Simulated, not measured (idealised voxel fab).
process module | voxel spacer lines
cross-section cut | 225 nm wide | cells 5 nm
A cross-section is a grid of square cells, given in bands from the top down. A band is one or more rows of cells.
Each band's line starts with the height of the band's top and of its bottom, in nm. Then come its materials from left to right, each with its width in nm. One material with "throughout" fills the band from edge to edge. "air" is empty space.
Height 0 is the level under which the wafer as received is all one material. The lowest band goes on downwards, as in "0 down".
A width such as "30 to 40" changes by the same amount from each row of cells to the next, from the band's top row to its bottom row.
"no change" after a step means that no cell of the cross-section changed.
closed voids: empty space of 8 cells or more with no open way to the top, each as width x height at its distance from the left edge, in nm
after a step's settings: what the simulator itself notes on the step
overlay nm, on a step with a mask: how far to the right of its planned place the mask lay; to the left if negative
plan
1 op RECEIVE | material Si
2 op CONFORMAL_DEP | material Al2O3 | thk nm 10
3 op DIRECTIONAL_DEP | material polySi | thk nm 10
4 op DIRECTIONAL_DEP | material aC | thk nm 25
5 op PATTERN | tone cover | mask id MANDREL | material resist | width nm 25 | pitch nm 70 | thk nm 30 | overlay nm 0
6 op DIRECTIONAL_ETCH | etch materials aC | depth nm 25
7 op STRIP | etch materials resist
8 op CONFORMAL_DEP | material SiO2 | thk nm 10
9 op DIRECTIONAL_ETCH | etch materials SiO2 | depth nm 10
10 op STRIP | etch materials aC
11 op DIRECTIONAL_ETCH | etch materials polySi | depth nm 10
12 op STRIP | etch materials SiO2
as received, after step 1
  0 down: Si throughout
  closed voids: none
a wafer at the end: this start, this plan, one mistake
  20 to 10: air 65 | polySi 10 | air 5 | polySi 10 | air 45 | polySi 10 | air 5 | polySi 10 | air 65
  10 to 0: Al2O3 throughout
  0 down: Si throughout
  closed voids: none
what went wrong: step 5 ran as: op PATTERN | tone open | mask id MANDREL | material resist | width nm 25 | pitch nm 70 | thk nm 30 | overlay nm 0
